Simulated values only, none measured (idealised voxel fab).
voxel capacitor over wiring: a process module
The cross-section on display is named cut; it measures 245 nm wide, and its cells are 5 nm squares.
Cross-section format: a grid of square cells, given as bands from top to bottom; each band is one or more rows of cells. The band entry comprises the height of the band's top followed by the height of its bottom, expressed in nm, and subsequently the band's materials from left to right, each stated together with its width in nm. Where a single material is marked with the word "everywhere", that material fills the band from edge to edge. The word "air" represents empty space. The reference from which all heights are counted is 0, the level beneath which the as-received wafer is entirely one material; the lowest band, having no lower bound, proceeds downward and is written after the example "from 0 down". You'd read "30 to 40" like this: the band's top row of cells is as wide as the first number, its bottom row is as wide as the second, and going down, every row changes width by the same amount as the row before did. Take "no modification" at face value: in the step it is given for, the cross-section changed in none of its cells. The entry "Enclosed cavities" lists the empty spaces that cover at least 8 cells and have no open path to the top. Each is written as width x height at distance, where the distance is measured from the left edge and all three values are in nm. The remark found on a step's line after its settings is issued by the simulator itself and pertains to that step. overlay nm: step with mask; distance mask lay right of planned place; negative value = left of planned place.
[Planned step list for the process]
| 1 | RECEIVE with material Si |
| 2 | CONFORMAL_DEP with material SiO2, thk nm 15 |
| 3 | CONFORMAL_DEP with material SiN, thk nm 5 |
| 4 | DIRECTIONAL_DEP with material SiO2, thk nm 15 |
| 5 | MASKED_ETCH with tone open, mask id METAL_1, width nm 30, pitch nm 100, etch materials SiO2, depth nm 15, overlay nm 0 |
| 6 | MASKED_ETCH with tone open, mask id METAL_1, width nm 30, pitch nm 100, etch materials SiN, depth nm 5, overlay nm 0 |
| 7 | CONFORMAL_DEP with material TiN, thk nm 5 |
| 8 | FILL_DEP with material W, thk nm 10 |
| 9 | CMP with height nm 35 |
| 10 | EPI with material Ru, thk nm 5 |
| 11 | FILL_DEP with material SiCN, thk nm 5 |
| 12 | DIRECTIONAL_DEP with material SiO2, thk nm 20 |
| 13 | DIRECTIONAL_DEP with material aC, thk nm 15 |
| 14 | PATTERN with tone open, mask id PLUG_1, material resist, width nm 15, thk nm 35, overlay nm 0 |
| 15 | DIRECTIONAL_ETCH with etch materials aC, depth nm 15 |
| 16 | STRIP with etch materials resist |
| 17 | DIRECTIONAL_ETCH with etch materials SiO2, depth nm 20 |
| 18 | DIRECTIONAL_ETCH with etch materials SiCN, depth nm 5 |
| 19 | STRIP with etch materials aC |
| 20 | CONFORMAL_DEP with material TiN, thk nm 5 |
| 21 | FILL_DEP with material Ru, thk nm 5 |
| 22 | CMP with height nm 65 |
| 23 | DIRECTIONAL_DEP with material TiN, thk nm 5 |
| 24 | DIRECTIONAL_DEP with material SiN, thk nm 5 |
| 25 | DIRECTIONAL_DEP with material TiN, thk nm 5 |
| 26 | DIRECTIONAL_DEP with material aC, thk nm 15 |
| 27 | PATTERN with tone cover, mask id UPPER_PLATE, material resist, width nm 75, thk nm 30, overlay nm 0 |
| 28 | DIRECTIONAL_ETCH with etch materials aC, depth nm 15 |
| 29 | STRIP with etch materials resist |
| 30 | DIRECTIONAL_ETCH with etch materials TiN, depth nm 5 |
| 31 | DIRECTIONAL_ETCH with etch materials SiN, depth nm 5 |
| 32 | STRIP with etch materials aC |
| 33 | DIRECTIONAL_DEP with material aC, thk nm 15 |
| 34 | PATTERN with tone cover, mask id LOWER_PLATE, material resist, width nm 85, thk nm 30, overlay nm 0 |
| 35 | DIRECTIONAL_ETCH with etch materials aC, depth nm 15 |
| 36 | STRIP with etch materials resist |
| 37 | DIRECTIONAL_ETCH with etch materials TiN, depth nm 5 |
| 38 | STRIP with etch materials aC |
| 39 | FILL_DEP with material SiO2, thk nm 20 |
| 40 | CMP with height nm 95 |
| 41 | PATTERN with tone open, mask id PLUG_2, material resist, width nm 15, thk nm 20, overlay nm 0 |
| 42 | DIRECTIONAL_ETCH with etch materials SiO2, depth nm 15 |
| 43 | STRIP with etch materials resist |
| 44 | CONFORMAL_DEP with material TiN, thk nm 5 |
| 45 | FILL_DEP with material Ru, thk nm 10 |
| 46 | CMP with height nm 95 |
| 47 | CONFORMAL_DEP with material SiN, thk nm 5 |
[Wafer, first of two, run as planned]
[Cross-section of the wafer at receipt, which is the condition after step 1]
* from 0 down  Si everywhere
* Enclosed cavities: none
[Wafer section view after processing step 2]
* from 15 to 0  SiO2 everywhere
* below 0: unchanged
[Wafer section view after processing step 3]
* from 20 to 15  SiN everywhere
* below 15: unchanged
[Wafer section view after processing step 4]
* from 35 to 20  SiO2 everywhere
* below 20: unchanged
[Wafer section view after processing step 5]
* from 35 to 20  55 of SiO2, 30 of air, 70 of SiO2, 30 of air, 60 of SiO2
* below 20: unchanged
[Wafer section view after processing step 6]
* from 35 to 20  55 of SiO2, 30 of air, 70 of SiO2, 30 of air, 60 of SiO2
* from 20 to 15  55 of SiN, 30 of air, 70 of SiN, 30 of air, 60 of SiN
* below 15: unchanged
[Wafer section view after processing step 7]
* from 40 to 35  60 of TiN, 20 of air, 80 of TiN, 20 of air, 65 of TiN
* from 35 to 20  55 of SiO2, 5 of TiN, 20 of air, 5 of TiN, 70 of SiO2, 5 of TiN, 20 of air, 5 of TiN, 60 of SiO2
* from 20 to 15  55 of SiN, 30 of TiN, 70 of SiN, 30 of TiN, 60 of SiN
* below 15: unchanged
[Wafer section view after processing step 8]
* from 50 to 40  W everywhere
* from 40 to 35  60 of TiN, 20 of W, 80 of TiN, 20 of W, 65 of TiN
* from 35 to 20  55 of SiO2, 5 of TiN, 20 of W, 5 of TiN, 70 of SiO2, 5 of TiN, 20 of W, 5 of TiN, 60 of SiO2
* below 20: unchanged
[Wafer section view after processing step 9]
* from 35 to 20  55 of SiO2, 5 of TiN, 20 of W, 5 of TiN, 70 of SiO2, 5 of TiN, 20 of W, 5 of TiN, 60 of SiO2
* below 20: unchanged
[Wafer section view after processing step 10]
* from 40 to 35  50 of air, 40 of Ru, 60 of air, 40 of Ru, 55 of air
* below 35: unchanged
[Wafer section view after processing step 11]
* from 45 to 40  SiCN everywhere
* from 40 to 35  50 of SiCN, 40 of Ru, 60 of SiCN, 40 of Ru, 55 of SiCN
* below 35: unchanged
[Wafer section view after processing step 12]
* from 65 to 45  SiO2 everywhere
* below 45: unchanged
[Wafer section view after processing step 13]
* from 80 to 65  aC everywhere
* below 65: unchanged
[Wafer section view after processing step 14]
* from 115 to 80  70 of resist, 15 of air, 160 of resist
* below 80: unchanged
[Wafer section view after processing step 15]
* from 100 to 80  70 of resist, 15 of air, 160 of resist
* from 80 to 65  70 of aC, 15 of air, 160 of aC
* below 65: unchanged
[Wafer section view after processing step 16]
* from 80 to 65  70 of aC, 15 of air, 160 of aC
* below 65: unchanged
[Wafer section view after processing step 17]
* from 80 to 65  70 of aC, 15 of air, 160 of aC
* from 65 to 45  70 of SiO2, 15 of air, 160 of SiO2
* below 45: unchanged
[Wafer section view after processing step 18]
* from 80 to 65  70 of aC, 15 of air, 160 of aC
* from 65 to 45  70 of SiO2, 15 of air, 160 of SiO2
* from 45 to 40  70 of SiCN, 15 of air, 160 of SiCN
* below 40: unchanged
[Wafer section view after processing step 19]
* from 65 to 45  70 of SiO2, 15 of air, 160 of SiO2
* below 45: unchanged
[Wafer section view after processing step 20]
* from 70 to 65  75 of TiN, 5 of air, 165 of TiN
* from 65 to 45  70 of SiO2, 5 of TiN, 5 of air, 5 of TiN, 160 of SiO2
* from 45 to 40  70 of SiCN, 15 of TiN, 160 of SiCN
* below 40: unchanged
[Wafer section view after processing step 21]
* from 75 to 70  Ru everywhere
* from 70 to 65  75 of TiN, 5 of Ru, 165 of TiN
* from 65 to 45  70 of SiO2, 5 of TiN, 5 of Ru, 5 of TiN, 160 of SiO2
* below 45: unchanged
[Wafer section view after processing step 22]
* from 65 to 45  70 of SiO2, 5 of TiN, 5 of Ru, 5 of TiN, 160 of SiO2
* below 45: unchanged
[Wafer section view after processing step 23]
* from 70 to 65  TiN everywhere
* below 65: unchanged
[Wafer section view after processing step 24]
* from 75 to 70  SiN everywhere
* below 70: unchanged
[Wafer section view after processing step 25]
* from 80 to 75  TiN everywhere
* below 75: unchanged
[Wafer section view after processing step 26]
* from 95 to 80  aC everywhere
* below 80: unchanged
[Wafer section view after processing step 27]
* from 125 to 95  70 of air, 75 of resist, 100 of air
* below 95: unchanged
[Wafer section view after processing step 28]
* from 110 to 95  70 of air, 75 of resist, 100 of air
* from 95 to 80  70 of air, 75 of aC, 100 of air
* below 80: unchanged
[Wafer section view after processing step 29]
* from 95 to 80  70 of air, 75 of aC, 100 of air
* below 80: unchanged
[Wafer section view after processing step 30]
* from 95 to 80  70 of air, 75 of aC, 100 of air
* from 80 to 75  70 of air, 75 of TiN, 100 of air
* below 75: unchanged
[Wafer section view after processing step 31]
* from 95 to 80  70 of air, 75 of aC, 100 of air
* from 80 to 75  70 of air, 75 of TiN, 100 of air
* from 75 to 70  70 of air, 75 of SiN, 100 of air
* below 70: unchanged
[Wafer section view after processing step 32]
* from 80 to 75  70 of air, 75 of TiN, 100 of air
* below 75: unchanged
[Wafer section view after processing step 33]
* from 95 to 85  70 of air, 75 of aC, 100 of air
* from 85 to 80  aC everywhere
* from 80 to 75  70 of aC, 75 of TiN, 100 of aC
* from 75 to 70  70 of aC, 75 of SiN, 100 of aC
* below 70: unchanged
[Wafer section view after processing step 34]
* from 125 to 95  65 of air, 85 of resist, 95 of air
* from 95 to 85  65 of air, 5 of resist, 75 of aC, 5 of resist, 95 of air
* below 85: unchanged
[Wafer section view after processing step 35]
* from 110 to 95  65 of air, 85 of resist, 95 of air
* from 95 to 85  65 of air, 5 of resist, 75 of aC, 5 of resist, 95 of air
* from 85 to 80  65 of air, 85 of aC, 95 of air
* from 80 to 75  65 of air, 5 of aC, 75 of TiN, 5 of aC, 95 of air
* from 75 to 70  65 of air, 5 of aC, 75 of SiN, 5 of aC, 95 of air
* below 70: unchanged
[Wafer section view after processing step 36]
* from 95 to 85  70 of air, 75 of aC, 100 of air
* below 85: unchanged
[Wafer section view after processing step 37]
* from 95 to 85  70 of air, 75 of aC, 100 of air
* from 85 to 80  65 of air, 85 of aC, 95 of air
* from 80 to 75  65 of air, 5 of aC, 75 of TiN, 5 of aC, 95 of air
* from 75 to 70  65 of air, 5 of aC, 75 of SiN, 5 of aC, 95 of air
* from 70 to 65  65 of air, 85 of TiN, 95 of air
* below 65: unchanged
[Wafer section view after processing step 38]
* from 80 to 75  70 of air, 75 of TiN, 100 of air
* from 75 to 70  70 of air, 75 of SiN, 100 of air
* below 70: unchanged
[Wafer section view after processing step 39]
* from 100 to 80  SiO2 everywhere
* from 80 to 75  70 of SiO2, 75 of TiN, 100 of SiO2
* from 75 to 70  70 of SiO2, 75 of SiN, 100 of SiO2
* from 70 to 65  65 of SiO2, 85 of TiN, 95 of SiO2
* below 65: unchanged
[Wafer section view after processing step 40]
* from 95 to 80  SiO2 everywhere
* below 80: unchanged
[Wafer section view after processing step 41]
* from 115 to 95  80 of resist, 15 of air, 150 of resist
* below 95: unchanged
[Wafer section view after processing step 42]
* from 115 to 95  80 of resist, 15 of air, 150 of resist
* from 95 to 80  80 of SiO2, 15 of air, 150 of SiO2
* below 80: unchanged
[Wafer section view after processing step 43]
* from 95 to 80  80 of SiO2, 15 of air, 150 of SiO2
* below 80: unchanged
[Wafer section view after processing step 44]
* from 100 to 95  85 of TiN, 5 of air, 155 of TiN
* from 95 to 85  80 of SiO2, 5 of TiN, 5 of air, 5 of TiN, 150 of SiO2
* from 85 to 75  80 to 70 of SiO2, 15 to 75 of TiN, 150 to 100 of SiO2
* below 75: unchanged
[Wafer section view after processing step 45]
* from 110 to 100  Ru everywhere
* from 100 to 95  85 of TiN, 5 of Ru, 155 of TiN
* from 95 to 85  80 of SiO2, 5 of TiN, 5 of Ru, 5 of TiN, 150 of SiO2
* below 85: unchanged
[Wafer section view after processing step 46]
* from 95 to 85  80 of SiO2, 5 of TiN, 5 of Ru, 5 of TiN, 150 of SiO2
* below 85: unchanged
[Wafer section view after processing step 47]
* from 100 to 95  SiN everywhere
* below 95: unchanged
[What follows concerns the second wafer, which started out like the first and was meant to follow the very same plan; one mistake crept in when it was run, but everything up to and including step 28 is the same as for the first wafer]
[Cross-sectional representation of the second wafer at the time designated in the plan for the completion of step 29]
* from 95 to 80  70 of air, 75 of aC, 100 of air
* below 80: unchanged
[Cross-sectional representation of the second wafer at the time designated in the plan for the completion of step 30]
* from 95 to 80  70 of air, 75 of aC, 100 of air
* from 80 to 75  70 of air, 75 of TiN, 100 of air
* below 75: unchanged
[Cross-sectional representation of the second wafer at the time designated in the plan for the completion of step 31]
* from 95 to 80  70 of air, 75 of aC, 100 of air
* from 80 to 75  70 of air, 75 of TiN, 100 of air
* from 75 to 70  70 of air, 75 of SiN, 100 of air
* below 70: unchanged
[Cross-sectional representation of the second wafer at the time designated in the plan for the completion of step 32]
* from 80 to 75  70 of air, 75 of TiN, 100 of air
* below 75: unchanged
[Cross-sectional representation of the second wafer at the time designated in the plan for the completion of step 33]
* from 95 to 85  70 of air, 75 of aC, 100 of air
* from 85 to 80  aC everywhere
* from 80 to 75  70 of aC, 75 of TiN, 100 of aC
* from 75 to 70  70 of aC, 75 of SiN, 100 of aC
* below 70: unchanged
[Cross-sectional representation of the second wafer at the time designated in the plan for the completion of step 34]
* from 125 to 95  65 of air, 85 of resist, 95 of air
* from 95 to 85  65 of air, 5 of resist, 75 of aC, 5 of resist, 95 of air
* below 85: unchanged
[Cross-sectional representation of the second wafer at the time designated in the plan for the completion of step 35]
* from 110 to 95  65 of air, 85 of resist, 95 of air
* from 95 to 85  65 of air, 5 of resist, 75 of aC, 5 of resist, 95 of air
* from 85 to 80  65 of air, 85 of aC, 95 of air
* from 80 to 75  65 of air, 5 of aC, 75 of TiN, 5 of aC, 95 of air
* from 75 to 70  65 of air, 5 of aC, 75 of SiN, 5 of aC, 95 of air
* below 70: unchanged
[Cross-sectional representation of the second wafer at the time designated in the plan for the completion of step 36]
* from 95 to 85  70 of air, 75 of aC, 100 of air
* below 85: unchanged
[Cross-sectional representation of the second wafer at the time designated in the plan for the completion of step 37]
* from 95 to 85  70 of air, 75 of aC, 100 of air
* from 85 to 80  65 of air, 85 of aC, 95 of air
* from 80 to 75  65 of air, 5 of aC, 75 of TiN, 5 of aC, 95 of air
* from 75 to 70  65 of air, 5 of aC, 75 of SiN, 5 of aC, 95 of air
* from 70 to 65  65 of air, 85 of TiN, 95 of air
* below 65: unchanged
[Cross-sectional representation of the second wafer at the time designated in the plan for the completion of step 38]
* from 80 to 75  70 of air, 75 of TiN, 100 of air
* from 75 to 70  70 of air, 75 of SiN, 100 of air
* below 70: unchanged
[Cross-sectional representation of the second wafer at the time designated in the plan for the completion of step 39]
* from 100 to 80  SiO2 everywhere
* from 80 to 75  70 of SiO2, 75 of TiN, 100 of SiO2
* from 75 to 70  70 of SiO2, 75 of SiN, 100 of SiO2
* from 70 to 65  65 of SiO2, 85 of TiN, 95 of SiO2
* below 65: unchanged
[Cross-sectional representation of the second wafer at the time designated in the plan for the completion of step 40]
* from 95 to 80  SiO2 everywhere
* below 80: unchanged
[Cross-sectional representation of the second wafer at the time designated in the plan for the completion of step 41]
* from 115 to 95  80 of resist, 15 of air, 150 of resist
* below 95: unchanged
[Cross-sectional representation of the second wafer at the time designated in the plan for the completion of step 42]
* from 115 to 95  80 of resist, 15 of air, 150 of resist
* from 95 to 80  80 of SiO2, 15 of air, 150 of SiO2
* below 80: unchanged
[Cross-sectional representation of the second wafer at the time designated in the plan for the completion of step 43]
* from 95 to 80  80 of SiO2, 15 of air, 150 of SiO2
* below 80: unchanged
[Cross-sectional representation of the second wafer at the time designated in the plan for the completion of step 44]
* from 100 to 95  85 of TiN, 5 of air, 155 of TiN
* from 95 to 85  80 of SiO2, 5 of TiN, 5 of air, 5 of TiN, 150 of SiO2
* from 85 to 75  80 to 70 of SiO2, 15 to 75 of TiN, 150 to 100 of SiO2
* below 75: unchanged
[Cross-sectional representation of the second wafer at the time designated in the plan for the completion of step 45]
* from 110 to 100  Ru everywhere
* from 100 to 95  85 of TiN, 5 of Ru, 155 of TiN
* from 95 to 85  80 of SiO2, 5 of TiN, 5 of Ru, 5 of TiN, 150 of SiO2
* below 85: unchanged
[Cross-sectional representation of the second wafer at the time designated in the plan for the completion of step 46]
* from 95 to 85  80 of SiO2, 5 of TiN, 5 of Ru, 5 of TiN, 150 of SiO2
* below 85: unchanged
[Cross-sectional representation of the second wafer at the time designated in the plan for the completion of step 47]
* from 100 to 95  SiN everywhere
* below 95: unchanged
Want to know what went wrong? regarding the plan, step 29 was run twice
Same final cross-section on the two wafers, so the model's numbers don't move because of the mistake.
